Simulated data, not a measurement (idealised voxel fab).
Process module, titled voxel self aligned contacts
The width of the displayed cross-section, cut, is 300 nm; its cells are square, with a size of 5 nm.
Just so we're on the same page, the cross-sections are grids of square cells, and they're listed out in bands top to bottom, each band one or more rows deep.
Read a band's entry like this: the first values are the height of its top and the height of its bottom in nm, and what follows is the sequence of materials from left to right, each with its width in nm. Note that "air" is empty space, and that a single material marked "all across" reaches across the band from edge to edge.
Heights are measured from 0, the level below which the as-received wafer is all one material; the lowest band has no bottom and continues downward, written as in "z 0 and below".
Quick explanation for "30..40": the width changes in equal steps down the rows of cells, from the first number in the band's top row to the second number in its bottom row.
Take "no change" at face value: in the step it is given for, the cross-section changed in none of its cells.
Empty spaces counting at least 8 cells and having no open way to the top are listed in "Catalogued sealed voids". The notation width x height at distance is used for each, the distance being from the left edge and all three values in nm.
Where a step's line continues beyond its settings, the continuation is a remark by the simulator itself on that step.
overlay nm: mask offset rightward from planned place, masked step; negative means leftward offset.

Here's what the planned process steps look like:
1 RECEIVE, material Si
2 CONFORMAL_DEP, material SiO2, thk nm 5
3 DIRECTIONAL_DEP, material polySi, thk nm 20
4 DIRECTIONAL_DEP, material SiN, thk nm 15
5 PATTERN, tone cover, mask id GATE, material resist, width nm 25, pitch nm 60, thk nm 15, overlay nm 0
6 DIRECTIONAL_ETCH, etch materials SiN, depth nm 15
7 DIRECTIONAL_ETCH, etch materials polySi, depth nm 20
8 STRIP, etch materials resist
9 CONFORMAL_DEP, material SiN, thk nm 5
10 DIRECTIONAL_ETCH, etch materials SiN, depth nm 5
11 FILL_DEP, material SiO2, thk nm 15
12 CMP, height nm 50
13 PATTERN, tone open, mask id CONTACT, material resist, width nm 45, pitch nm 60, thk nm 15, overlay nm 0
14 DIRECTIONAL_ETCH, etch materials SiO2, depth nm 50
15 STRIP, etch materials resist
16 CONFORMAL_DEP, material TiN, thk nm 5
17 FILL_DEP, material W, thk nm 10
18 CMP, height nm 50
19 CONFORMAL_DEP, material SiCN, thk nm 5

So, the first of our two wafers, run just as we planned it:

Wafer at receipt (post step 1), cross-section:
z 0 and below | Si all across
Catalogued sealed voids: none

After step 2: wafer cross-section:
z 5 to 0 | SiO2 all across
No changes below 0.

After step 3: wafer cross-section:
z 25 to 5 | polySi all across
No changes below 5.

After step 4: wafer cross-section:
z 40 to 25 | SiN all across
No changes below 25.

After step 5: wafer cross-section:
z 55 to 40 | 75 of air, then 25 of resist, then 35 of air, then 25 of resist, then 35 of air, then 25 of resist, then 80 of air
No changes below 40.

After step 6: wafer cross-section:
z 55 to 40 | 75 of air, then 25 of resist, then 35 of air, then 25 of resist, then 35 of air, then 25 of resist, then 80 of air
z 40 to 25 | 75 of air, then 25 of SiN, then 35 of air, then 25 of SiN, then 35 of air, then 25 of SiN, then 80 of air
No changes below 25.

After step 7: wafer cross-section:
z 55 to 40 | 75 of air, then 25 of resist, then 35 of air, then 25 of resist, then 35 of air, then 25 of resist, then 80 of air
z 40 to 25 | 75 of air, then 25 of SiN, then 35 of air, then 25 of SiN, then 35 of air, then 25 of SiN, then 80 of air
z 25 to 5 | 75 of air, then 25 of polySi, then 35 of air, then 25 of polySi, then 35 of air, then 25 of polySi, then 80 of air
No changes below 5.

After step 8: wafer cross-section:
z 40 to 25 | 75 of air, then 25 of SiN, then 35 of air, then 25 of SiN, then 35 of air, then 25 of SiN, then 80 of air
No changes below 25.

After step 9: wafer cross-section:
z 45 to 25 | 70 of air, then 35 of SiN, then 25 of air, then 35 of SiN, then 25 of air, then 35 of SiN, then 75 of air
z 25 to 10 | 70 of air, then 5 of SiN, then 25 of polySi, then 5 of SiN, then 25 of air, then 5 of SiN, then 25 of polySi, then 5 of SiN, then 25 of air, then 5 of SiN, then 25 of polySi, then 5 of SiN, then 75 of air
z 10 to 5 | 75 of SiN, then 25 of polySi, then 35 of SiN, then 25 of polySi, then 35 of SiN, then 25 of polySi, then 80 of SiN
No changes below 5.

After step 10: wafer cross-section:
z 40 to 25 | 70 of air, then 35 of SiN, then 25 of air, then 35 of SiN, then 25 of air, then 35 of SiN, then 75 of air
z 25 to 5 | 70 of air, then 5 of SiN, then 25 of polySi, then 5 of SiN, then 25 of air, then 5 of SiN, then 25 of polySi, then 5 of SiN, then 25 of air, then 5 of SiN, then 25 of polySi, then 5 of SiN, then 75 of air
No changes below 5.

After step 11: wafer cross-section:
z 55 to 40 | SiO2 all across
z 40 to 25 | 70 of SiO2, then 35 of SiN, then 25 of SiO2, then 35 of SiN, then 25 of SiO2, then 35 of SiN, then 75 of SiO2
z 25 to 5 | 70 of SiO2, then 5 of SiN, then 25 of polySi, then 5 of SiN, then 25 of SiO2, then 5 of SiN, then 25 of polySi, then 5 of SiN, then 25 of SiO2, then 5 of SiN, then 25 of polySi, then 5 of SiN, then 75 of SiO2
No changes below 5.

After step 12: wafer cross-section:
z 50 to 40 | SiO2 all across
No changes below 40.

After step 13: wafer cross-section:
z 65 to 50 | 95 of resist, then 45 of air, then 15 of resist, then 45 of air, then 100 of resist
No changes below 50.

After step 14: wafer cross-section:
z 65 to 50 | 95 of resist, then 45 of air, then 15 of resist, then 45 of air, then 100 of resist
z 50 to 40 | 95 of SiO2, then 45 of air, then 15 of SiO2, then 45 of air, then 100 of SiO2
z 40 to 25 | 70 of SiO2, then 35 of SiN, then 25 of air, then 35 of SiN, then 25 of air, then 35 of SiN, then 75 of SiO2
z 25 to 5 | 70 of SiO2, then 5 of SiN, then 25 of polySi, then 5 of SiN, then 25 of air, then 5 of SiN, then 25 of polySi, then 5 of SiN, then 25 of air, then 5 of SiN, then 25 of polySi, then 5 of SiN, then 75 of SiO2
z 5 to 0 | 105 of SiO2, then 25 of air, then 35 of SiO2, then 25 of air, then 110 of SiO2
No changes below 0.

After step 15: wafer cross-section:
z 50 to 40 | 95 of SiO2, then 45 of air, then 15 of SiO2, then 45 of air, then 100 of SiO2
No changes below 40.

After step 16: wafer cross-section:
z 55 to 50 | 100 of TiN, then 35 of air, then 25 of TiN, then 35 of air, then 105 of TiN
z 50 to 40 | 95 of SiO2, then 5..15 of TiN, then 35..15 of air, then 5..15 of TiN, then 15 of SiO2, then 5..15 of TiN, then 35..15 of air, then 5..15 of TiN, then 100 of SiO2
z 40 to 25 | 70 of SiO2, then 35 of SiN, then 5 of TiN, then 15 of air, then 5 of TiN, then 35 of SiN, then 5 of TiN, then 15 of air, then 5 of TiN, then 35 of SiN, then 75 of SiO2
z 25 to 5 | 70 of SiO2, then 5 of SiN, then 25 of polySi, then 5 of SiN, then 5 of TiN, then 15 of air, then 5 of TiN, then 5 of SiN, then 25 of polySi, then 5 of SiN, then 5 of TiN, then 15 of air, then 5 of TiN, then 5 of SiN, then 25 of polySi, then 5 of SiN, then 75 of SiO2
z 5 to 0 | 105 of SiO2, then 25 of TiN, then 35 of SiO2, then 25 of TiN, then 110 of SiO2
No changes below 0.

After step 17: wafer cross-section:
z 65 to 55 | W all across
z 55 to 50 | 100 of TiN, then 35 of W, then 25 of TiN, then 35 of W, then 105 of TiN
z 50 to 40 | 95 of SiO2, then 5..15 of TiN, then 35..15 of W, then 5..15 of TiN, then 15 of SiO2, then 5..15 of TiN, then 35..15 of W, then 5..15 of TiN, then 100 of SiO2
z 40 to 25 | 70 of SiO2, then 35 of SiN, then 5 of TiN, then 15 of W, then 5 of TiN, then 35 of SiN, then 5 of TiN, then 15 of W, then 5 of TiN, then 35 of SiN, then 75 of SiO2
z 25 to 5 | 70 of SiO2, then 5 of SiN, then 25 of polySi, then 5 of SiN, then 5 of TiN, then 15 of W, then 5 of TiN, then 5 of SiN, then 25 of polySi, then 5 of SiN, then 5 of TiN, then 15 of W, then 5 of TiN, then 5 of SiN, then 25 of polySi, then 5 of SiN, then 75 of SiO2
No changes below 5.

After step 18: wafer cross-section:
z 50 to 40 | 95 of SiO2, then 5..15 of TiN, then 35..15 of W, then 5..15 of TiN, then 15 of SiO2, then 5..15 of TiN, then 35..15 of W, then 5..15 of TiN, then 100 of SiO2
No changes below 40.

After step 19: wafer cross-section:
z 55 to 50 | SiCN all across
No changes below 50.

Second wafer: like start, like plan, one mistake. Through step 16 it matches the first wafer:

Cross-section, second wafer, at the end time the plan gives for step 17:
z 65 to 55 | SiN all across
z 55 to 50 | 100 of TiN, then 35 of SiN, then 25 of TiN, then 35 of SiN, then 105 of TiN
z 50 to 40 | 95 of SiO2, then 5..15 of TiN, then 35..15 of SiN, then 5..15 of TiN, then 15 of SiO2, then 5..15 of TiN, then 35..15 of SiN, then 5..15 of TiN, then 100 of SiO2
z 40 to 25 | 70 of SiO2, then 35 of SiN, then 5 of TiN, then 15 of SiN, then 5 of TiN, then 35 of SiN, then 5 of TiN, then 15 of SiN, then 5 of TiN, then 35 of SiN, then 75 of SiO2
z 25 to 5 | 70 of SiO2, then 5 of SiN, then 25 of polySi, then 5 of SiN, then 5 of TiN, then 15 of SiN, then 5 of TiN, then 5 of SiN, then 25 of polySi, then 5 of SiN, then 5 of TiN, then 15 of SiN, then 5 of TiN, then 5 of SiN, then 25 of polySi, then 5 of SiN, then 75 of SiO2
No changes below 5.

Cross-section, second wafer, at the end time the plan gives for step 18:
z 50 to 40 | 95 of SiO2, then 5..15 of TiN, then 35..15 of SiN, then 5..15 of TiN, then 15 of SiO2, then 5..15 of TiN, then 35..15 of SiN, then 5..15 of TiN, then 100 of SiO2
No changes below 40.

Cross-section, second wafer, at the end time the plan gives for step 19:
z 55 to 50 | SiCN all across
No changes below 50.
Diagnosis: step 17 ran as: FILL_DEP, material SiN, thk nm 10
Counted in cells at the end, the second wafer holds more or fewer of these materials than the first: SiN: 62 more; W: 62 fewer
